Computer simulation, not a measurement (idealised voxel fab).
process module | voxel self aligned vias
Cross-section cut: width 210 nm, square cells of 5 nm.
Reading order for cross-sections: top band down to bottom band. Underlying form: a grid of square cells. Band size: one or more rows of cells. This entry defines a band. It first specifies the height of the band's top and the height of its bottom in nm, and then specifies the band's materials from left to right, stating each material with its width in nm. The word "everywhere" identifies a single material that fills the band from edge to edge, while the word "blank" identifies empty space. Basically, 0 is our baseline, since under it the wafer straight out of the box is all one material. The bottom band has no lower end and keeps on going down, so it looks like "0 down". Think of "30 to 40" as a width that walks from the first number to the second as you go down the band, top row to bottom row, taking equal-sized steps from row to row. For the purposes of this document, the phrase "remained unchanged" attached to a step denotes that no cell within the cross-section was modified by that step. If an empty space has no open way to the top and is at least 8 cells in size, "Closed internal voids" lists it, written width x height at distance, where distance is measured from the left edge and every value is in nm. If you see something after the settings on a step's line, that's the simulator's own remark about that step. The "overlay nm" setting may appear on a step's line; for a step that uses a mask, it gives how far to the right of its planned position the mask lay, and a negative value indicates the left.

**Process steps (planned)**
1: RECEIVE (material Si)
2: CONFORMAL_DEP (material SiO2; thk nm 10)
3: CONFORMAL_DEP (material SiCN; thk nm 5)
4: DIRECTIONAL_DEP (material lowk; thk nm 25)
5: MASKED_ETCH (tone open; mask id LINES; width nm 30; pitch nm 60; etch materials lowk; depth nm 25; overlay nm 0)
6: CONFORMAL_DEP (material TiN; thk nm 5)
7: FILL_DEP (material W; thk nm 10)
8: CMP (height nm 40)
9: SELECTIVE_ETCH (etch materials W Ru TiN; depth nm 10)
10: FILL_DEP (material SiN; thk nm 10)
11: CMP (height nm 40)
12: DIRECTIONAL_DEP (material lowk; thk nm 20)
13: MASKED_ETCH (tone open; mask id VIAS; width nm 40; pitch nm 60; etch materials lowk; depth nm 20; overlay nm 0)
14: MASKED_ETCH (tone open; mask id VIAS; width nm 40; pitch nm 60; etch materials SiN; depth nm 10; overlay nm 0)
15: CONFORMAL_DEP (material TiN; thk nm 5)
16: FILL_DEP (material Ru; thk nm 5)
17: CMP (height nm 60)
18: CONFORMAL_DEP (material SiN; thk nm 5)

**The following pertains to the first of two wafers, which was processed as planned**

**Cross-section of the wafer upon arrival, representing the state reached after step 1**
0 down = Si everywhere
Closed internal voids: none

**Step 2 complete: cross-section through the wafer**
10 to 0 = SiO2 everywhere
Below 0, the layers are the same as they were.

**Step 3 complete: cross-section through the wafer**
15 to 10 = SiCN everywhere
Below 10, the layers are the same as they were.

**Step 4 complete: cross-section through the wafer**
40 to 15 = lowk everywhere
Below 15, the layers are the same as they were.

**Step 5 complete: cross-section through the wafer**
40 to 15 = lowk (30), then blank (30), then lowk (30), then blank (30), then lowk (30), then blank (30), then lowk (30)
Below 15, the layers are the same as they were.

**Step 6 complete: cross-section through the wafer**
45 to 40 = TiN (35), then blank (20), then TiN (40), then blank (20), then TiN (40), then blank (20), then TiN (35)
40 to 20 = lowk (30), then TiN (5), then blank (20), then TiN (5), then lowk (30), then TiN (5), then blank (20), then TiN (5), then lowk (30), then TiN (5), then blank (20), then TiN (5), then lowk (30)
20 to 15 = lowk (30), then TiN (30), then lowk (30), then TiN (30), then lowk (30), then TiN (30), then lowk (30)
Below 15, the layers are the same as they were.

**Step 7 complete: cross-section through the wafer**
55 to 45 = W everywhere
45 to 40 = TiN (35), then W (20), then TiN (40), then W (20), then TiN (40), then W (20), then TiN (35)
40 to 20 = lowk (30), then TiN (5), then W (20), then TiN (5), then lowk (30), then TiN (5), then W (20), then TiN (5), then lowk (30), then TiN (5), then W (20), then TiN (5), then lowk (30)
Below 20, the layers are the same as they were.

**Step 8 complete: cross-section through the wafer**
40 to 20 = lowk (30), then TiN (5), then W (20), then TiN (5), then lowk (30), then TiN (5), then W (20), then TiN (5), then lowk (30), then TiN (5), then W (20), then TiN (5), then lowk (30)
Below 20, the layers are the same as they were.

**Step 9 complete: cross-section through the wafer**
40 to 30 = lowk (30), then blank (30), then lowk (30), then blank (30), then lowk (30), then blank (30), then lowk (30)
Below 30, the layers are the same as they were.

**Step 10 complete: cross-section through the wafer**
50 to 40 = SiN everywhere
40 to 30 = lowk (30), then SiN (30), then lowk (30), then SiN (30), then lowk (30), then SiN (30), then lowk (30)
Below 30, the layers are the same as they were.

**Step 11 complete: cross-section through the wafer**
40 to 30 = lowk (30), then SiN (30), then lowk (30), then SiN (30), then lowk (30), then SiN (30), then lowk (30)
Below 30, the layers are the same as they were.

**Step 12 complete: cross-section through the wafer**
60 to 40 = lowk everywhere
Below 40, the layers are the same as they were.

**Step 13 complete: cross-section through the wafer**
60 to 40 = lowk (25), then blank (40), then lowk (20), then blank (40), then lowk (20), then blank (40), then lowk (25)
Below 40, the layers are the same as they were.

**Step 14 complete: cross-section through the wafer**
60 to 40 = lowk (25), then blank (40), then lowk (20), then blank (40), then lowk (20), then blank (40), then lowk (25)
40 to 30 = lowk (30), then blank (30), then lowk (30), then blank (30), then lowk (30), then blank (30), then lowk (30)
Below 30, the layers are the same as they were.

**Step 15 complete: cross-section through the wafer**
65 to 60 = TiN (30), then blank (30), then TiN (30), then blank (30), then TiN (30), then blank (30), then TiN (30)
60 to 45 = lowk (25), then TiN (5), then blank (30), then TiN (5), then lowk (20), then TiN (5), then blank (30), then TiN (5), then lowk (20), then TiN (5), then blank (30), then TiN (5), then lowk (25)
45 to 35 = lowk (25 to 30), then TiN (10 to 5), then blank (20), then TiN (10 to 5), then lowk (20 to 30), then TiN (10 to 5), then blank (20), then TiN (10 to 5), then lowk (20 to 30), then TiN (10 to 5), then blank (20), then TiN (10 to 5), then lowk (25 to 30)
35 to 30 = lowk (30), then TiN (30), then lowk (30), then TiN (30), then lowk (30), then TiN (30), then lowk (30)
Below 30, the layers are the same as they were.

**Step 16 complete: cross-section through the wafer**
70 to 65 = Ru everywhere
65 to 60 = TiN (30), then Ru (30), then TiN (30), then Ru (30), then TiN (30), then Ru (30), then TiN (30)
60 to 45 = lowk (25), then TiN (5), then Ru (30), then TiN (5), then lowk (20), then TiN (5), then Ru (30), then TiN (5), then lowk (20), then TiN (5), then Ru (30), then TiN (5), then lowk (25)
45 to 35 = lowk (25 to 30), then TiN (10 to 5), then Ru (20), then TiN (10 to 5), then lowk (20 to 30), then TiN (10 to 5), then Ru (20), then TiN (10 to 5), then lowk (20 to 30), then TiN (10 to 5), then Ru (20), then TiN (10 to 5), then lowk (25 to 30)
Below 35, the layers are the same as they were.

**Step 17 complete: cross-section through the wafer**
60 to 45 = lowk (25), then TiN (5), then Ru (30), then TiN (5), then lowk (20), then TiN (5), then Ru (30), then TiN (5), then lowk (20), then TiN (5), then Ru (30), then TiN (5), then lowk (25)
Below 45, the layers are the same as they were.

**Step 18 complete: cross-section through the wafer**
65 to 60 = SiN everywhere
Below 60, the layers are the same as they were.

**The second wafer was prepared from the same starting point and under the same plan as the first; its processing contained one mistake, and it remains indistinguishable from the first wafer up to and including step 2**

**Cross-sectional representation of the second wafer at the time designated in the plan for the completion of step 3**
15 to 0 = SiO2 everywhere
Below 0, the layers are the same as they were.

**Cross-sectional representation of the second wafer at the time designated in the plan for the completion of step 4**
40 to 15 = lowk everywhere
Below 15, the layers are the same as they were.

**Cross-sectional representation of the second wafer at the time designated in the plan for the completion of step 5**
40 to 15 = lowk (30), then blank (30), then lowk (30), then blank (30), then lowk (30), then blank (30), then lowk (30)
Below 15, the layers are the same as they were.

**Cross-sectional representation of the second wafer at the time designated in the plan for the completion of step 6**
45 to 40 = TiN (35), then blank (20), then TiN (40), then blank (20), then TiN (40), then blank (20), then TiN (35)
40 to 20 = lowk (30), then TiN (5), then blank (20), then TiN (5), then lowk (30), then TiN (5), then blank (20), then TiN (5), then lowk (30), then TiN (5), then blank (20), then TiN (5), then lowk (30)
20 to 15 = lowk (30), then TiN (30), then lowk (30), then TiN (30), then lowk (30), then TiN (30), then lowk (30)
Below 15, the layers are the same as they were.

**Cross-sectional representation of the second wafer at the time designated in the plan for the completion of step 7**
55 to 45 = W everywhere
45 to 40 = TiN (35), then W (20), then TiN (40), then W (20), then TiN (40), then W (20), then TiN (35)
40 to 20 = lowk (30), then TiN (5), then W (20), then TiN (5), then lowk (30), then TiN (5), then W (20), then TiN (5), then lowk (30), then TiN (5), then W (20), then TiN (5), then lowk (30)
Below 20, the layers are the same as they were.

**Cross-sectional representation of the second wafer at the time designated in the plan for the completion of step 8**
40 to 20 = lowk (30), then TiN (5), then W (20), then TiN (5), then lowk (30), then TiN (5), then W (20), then TiN (5), then lowk (30), then TiN (5), then W (20), then TiN (5), then lowk (30)
Below 20, the layers are the same as they were.

**Cross-sectional representation of the second wafer at the time designated in the plan for the completion of step 9**
40 to 30 = lowk (30), then blank (30), then lowk (30), then blank (30), then lowk (30), then blank (30), then lowk (30)
Below 30, the layers are the same as they were.

**Cross-sectional representation of the second wafer at the time designated in the plan for the completion of step 10**
50 to 40 = SiN everywhere
40 to 30 = lowk (30), then SiN (30), then lowk (30), then SiN (30), then lowk (30), then SiN (30), then lowk (30)
Below 30, the layers are the same as they were.

**Cross-sectional representation of the second wafer at the time designated in the plan for the completion of step 11**
40 to 30 = lowk (30), then SiN (30), then lowk (30), then SiN (30), then lowk (30), then SiN (30), then lowk (30)
Below 30, the layers are the same as they were.

**Cross-sectional representation of the second wafer at the time designated in the plan for the completion of step 12**
60 to 40 = lowk everywhere
Below 40, the layers are the same as they were.

**Cross-sectional representation of the second wafer at the time designated in the plan for the completion of step 13**
60 to 40 = lowk (25), then blank (40), then lowk (20), then blank (40), then lowk (20), then blank (40), then lowk (25)
Below 40, the layers are the same as they were.

**Cross-sectional representation of the second wafer at the time designated in the plan for the completion of step 14**
60 to 40 = lowk (25), then blank (40), then lowk (20), then blank (40), then lowk (20), then blank (40), then lowk (25)
40 to 30 = lowk (30), then blank (30), then lowk (30), then blank (30), then lowk (30), then blank (30), then lowk (30)
Below 30, the layers are the same as they were.

**Cross-sectional representation of the second wafer at the time designated in the plan for the completion of step 15**
65 to 60 = TiN (30), then blank (30), then TiN (30), then blank (30), then TiN (30), then blank (30), then TiN (30)
60 to 45 = lowk (25), then TiN (5), then blank (30), then TiN (5), then lowk (20), then TiN (5), then blank (30), then TiN (5), then lowk (20), then TiN (5), then blank (30), then TiN (5), then lowk (25)
45 to 35 = lowk (25 to 30), then TiN (10 to 5), then blank (20), then TiN (10 to 5), then lowk (20 to 30), then TiN (10 to 5), then blank (20), then TiN (10 to 5), then lowk (20 to 30), then TiN (10 to 5), then blank (20), then TiN (10 to 5), then lowk (25 to 30)
35 to 30 = lowk (30), then TiN (30), then lowk (30), then TiN (30), then lowk (30), then TiN (30), then lowk (30)
Below 30, the layers are the same as they were.

**Cross-sectional representation of the second wafer at the time designated in the plan for the completion of step 16**
70 to 65 = Ru everywhere
65 to 60 = TiN (30), then Ru (30), then TiN (30), then Ru (30), then TiN (30), then Ru (30), then TiN (30)
60 to 45 = lowk (25), then TiN (5), then Ru (30), then TiN (5), then lowk (20), then TiN (5), then Ru (30), then TiN (5), then lowk (20), then TiN (5), then Ru (30), then TiN (5), then lowk (25)
45 to 35 = lowk (25 to 30), then TiN (10 to 5), then Ru (20), then TiN (10 to 5), then lowk (20 to 30), then TiN (10 to 5), then Ru (20), then TiN (10 to 5), then lowk (20 to 30), then TiN (10 to 5), then Ru (20), then TiN (10 to 5), then lowk (25 to 30)
Below 35, the layers are the same as they were.

**Cross-sectional representation of the second wafer at the time designated in the plan for the completion of step 17**
60 to 45 = lowk (25), then TiN (5), then Ru (30), then TiN (5), then lowk (20), then TiN (5), then Ru (30), then TiN (5), then lowk (20), then TiN (5), then Ru (30), then TiN (5), then lowk (25)
Below 45, the layers are the same as they were.

**Cross-sectional representation of the second wafer at the time designated in the plan for the completion of step 18**
65 to 60 = SiN everywhere
Below 60, the layers are the same as they were.
It is concluded that the wafer was processed incorrectly with respect to the plan, in that step 3 went in with a setting other than planned; the actual run was CONFORMAL_DEP (material SiO2; thk nm 5)
Final difference in cells, second wafer against first, listed per material as more or fewer: 42 fewer of SiCN; 42 more of SiO2
